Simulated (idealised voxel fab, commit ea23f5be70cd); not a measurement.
Process module name: voxel self aligned vias
280 nm wide, 5 nm square cells: that's cross-section cut.
In what follows, cross-sections appear as grids of square cells, described through bands that run from the top down, where every band is one or more rows of cells. Heights first: top, then bottom, in nm. Then materials, left to right, each with a width in nm. "everywhere" on a single material: fills the band edge to edge. "empty": empty space. Heights are reckoned from 0. Under this level, the received wafer is all of one material. The bottommost band is open-ended downward, for example "0 and below". Read "30..40" as a graded width: first number on top, second number at the bottom, same change between each pair of neighbouring rows. For the purposes of this document, the phrase "remained unchanged" attached to a step denotes that no cell within the cross-section was modified by that step. The label "Voids lacking openings" introduces a list of the empty spaces, 8 cells or larger, that have no open way up to the top; each entry in it reads width x height at distance, where the distance is taken from the left edge and all three are stated in nm. That trailing text on a step's line, after the settings, is the simulator's own remark on the step. Steps that use a mask can have "overlay nm" on their line. It says how far the mask sat to the right of where it was meant to be. Negative means to the left.
The steps planned for the process are as follows
1) RECEIVE, material Si
2) CONFORMAL_DEP, material SiO2, thk nm 10
3) CONFORMAL_DEP, material SiCN, thk nm 5
4) DIRECTIONAL_DEP, material lowk, thk nm 20
5) MASKED_ETCH, tone open, mask id LINES, width nm 20, pitch nm 65, etch materials lowk, depth nm 20, overlay nm 0
6) CONFORMAL_DEP, material TiN, thk nm 5
7) FILL_DEP, material W, thk nm 10
8) CMP, height nm 35
9) SELECTIVE_ETCH, etch materials W Ru TiN, depth nm 5
10) FILL_DEP, material SiN, thk nm 10
11) CMP, height nm 35
12) DIRECTIONAL_DEP, material lowk, thk nm 20
13) PATTERN, tone open, mask id VIAS, material resist, width nm 30, thk nm 15, overlay nm 0
14) DIRECTIONAL_ETCH, etch materials lowk, depth nm 20
15) DIRECTIONAL_ETCH, etch materials SiN, depth nm 5
16) STRIP, etch materials resist
17) CONFORMAL_DEP, material TiN, thk nm 5
18) FILL_DEP, material Ru, thk nm 5
19) CMP, height nm 55
20) CONFORMAL_DEP, material SiN, thk nm 5
For this document, wafers share an identical start and vary in the step 13 width nm; the plan quotes the first wafer's value.
The first of several wafers, as received after step 1, seen in section
	0 and below: Si everywhere
	Voids lacking openings: none
Each row below is a wafer at the end of the module, listing for every material the number of cells it has gained (+) or lost (-) since it was received, followed by its closed voids
width nm 30; +14 Ru; +56 SiCN; +60 SiN; +112 SiO2; +30 TiN; +8 W; +392 lowk; Voids lacking openings: none
width nm 35; +17 Ru; +56 SiCN; +60 SiN; +112 SiO2; +31 TiN; +8 W; +388 lowk; Voids lacking openings: none
width nm 40; +20 Ru; +56 SiCN; +60 SiN; +112 SiO2; +32 TiN; +8 W; +384 lowk; Voids lacking openings: none
width nm 45; +23 Ru; +56 SiCN; +60 SiN; +112 SiO2; +33 TiN; +8 W; +380 lowk; Voids lacking openings: none
width nm 50; +26 Ru; +56 SiCN; +60 SiN; +112 SiO2; +34 TiN; +8 W; +376 lowk; Voids lacking openings: none
width nm 55; +29 Ru; +56 SiCN; +60 SiN; +112 SiO2; +35 TiN; +8 W; +372 lowk; Voids lacking openings: none
